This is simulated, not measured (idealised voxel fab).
process module | voxel ribs on slabs
cross-section cut | 165 nm wide | cells 5 nm
A cross-section is a grid of square cells, given in bands from the top down. A band is one or more rows of cells.
Each band's line starts with the height of the band's top and of its bottom, in nm. Then come its materials from left to right, each with its width in nm. One material with "throughout" fills the band from edge to edge. "air" is empty space.
Height 0 is the level under which the wafer as received is all one material. The lowest band goes on downwards, as in "0 down".
A width such as "30 to 40" changes by the same amount from each row of cells to the next, from the band's top row to its bottom row.
"no change" after a step means that no cell of the cross-section changed.
closed voids: empty space of 8 cells or more with no open way to the top, each as width x height at its distance from the left edge, in nm
after a step's settings: what the simulator itself notes on the step
overlay nm, on a step with a mask: how far to the right of its planned place the mask lay; to the left if negative
plan
1 op RECEIVE | material Si
2 op DIRECTIONAL_DEP | material SiO2 | thk nm 20
3 op DIRECTIONAL_DEP | material SiN | thk nm 15
4 op PATTERN | tone cover | mask id RIB | material resist | width nm 15 | thk nm 20 | overlay nm 0
5 op DIRECTIONAL_ETCH | etch materials SiN | depth nm 5
6 op STRIP | etch materials resist
7 op MASKED_ETCH | tone cover | mask id SLAB | width nm 55 | etch materials SiN | depth nm 10 | overlay nm 0
8 op FILL_DEP | material SiO2 | thk nm 25
9 op CMP | height nm 55
10 op DIRECTIONAL_DEP | material TiN | thk nm 10
11 op DIRECTIONAL_DEP | material aC | thk nm 10
12 op PATTERN | tone cover | mask id HEATER | material resist | width nm 25 | thk nm 30 | overlay nm 0
13 op DIRECTIONAL_ETCH | etch materials aC | depth nm 10
14 op STRIP | etch materials resist
15 op DIRECTIONAL_ETCH | etch materials TiN | depth nm 10
16 op STRIP | etch materials aC
17 op CONFORMAL_DEP | material SiO2 | thk nm 10
first wafer, as planned
as received, after step 1
  0 down: Si throughout
  closed voids: none
after step 2
  20 to 0: SiO2 throughout
  below 0: unchanged
after step 3
  35 to 20: SiN throughout
  below 20: unchanged
after step 4
  55 to 35: air 75 | resist 15 | air 75
  below 35: unchanged
after step 5
  55 to 35: air 75 | resist 15 | air 75
  35 to 30: air 75 | SiN 15 | air 75
  below 30: unchanged
after step 6
  35 to 30: air 75 | SiN 15 | air 75
  below 30: unchanged
after step 7
  35 to 30: air 75 | SiN 15 | air 75
  30 to 20: air 55 | SiN 55 | air 55
  below 20: unchanged
after step 8
  60 to 35: SiO2 throughout
  35 to 30: SiO2 75 | SiN 15 | SiO2 75
  30 to 20: SiO2 55 | SiN 55 | SiO2 55
  below 20: unchanged
after step 9
  55 to 35: SiO2 throughout
  below 35: unchanged
after step 10
  65 to 55: TiN throughout
  below 55: unchanged
after step 11
  75 to 65: aC throughout
  below 65: unchanged
after step 12
  105 to 75: air 70 | resist 25 | air 70
  below 75: unchanged
after step 13
  95 to 75: air 70 | resist 25 | air 70
  75 to 65: air 70 | aC 25 | air 70
  below 65: unchanged
after step 14
  75 to 65: air 70 | aC 25 | air 70
  below 65: unchanged
after step 15
  75 to 65: air 70 | aC 25 | air 70
  65 to 55: air 70 | TiN 25 | air 70
  below 55: unchanged
after step 16
  65 to 55: air 70 | TiN 25 | air 70
  below 55: unchanged
after step 17
  75 to 65: air 60 | SiO2 45 | air 60
  65 to 55: SiO2 70 | TiN 25 | SiO2 70
  below 55: unchanged
second wafer: like start, like plan, one mistake. Through step 7 it matches the first wafer
when step 8 should have ended
  60 to 20: SiN throughout
  below 20: unchanged
when step 9 should have ended
  55 to 20: SiN throughout
  below 20: unchanged
when step 10 should have ended
  65 to 55: TiN throughout
  below 55: unchanged
when step 11 should have ended
  75 to 65: aC throughout
  below 65: unchanged
when step 12 should have ended
  105 to 75: air 70 | resist 25 | air 70
  below 75: unchanged
when step 13 should have ended
  95 to 75: air 70 | resist 25 | air 70
  75 to 65: air 70 | aC 25 | air 70
  below 65: unchanged
when step 14 should have ended
  75 to 65: air 70 | aC 25 | air 70
  below 65: unchanged
when step 15 should have ended
  75 to 65: air 70 | aC 25 | air 70
  65 to 55: air 70 | TiN 25 | air 70
  below 55: unchanged
when step 16 should have ended
  65 to 55: air 70 | TiN 25 | air 70
  below 55: unchanged
when step 17 should have ended
  75 to 65: air 60 | SiO2 45 | air 60
  65 to 55: SiO2 70 | TiN 25 | SiO2 70
  below 55: unchanged
what went wrong: step 8 ran as: op FILL_DEP | material SiN | thk nm 25
at the end the second wafer has, in cells: 206 more of SiN | 206 fewer of SiO2
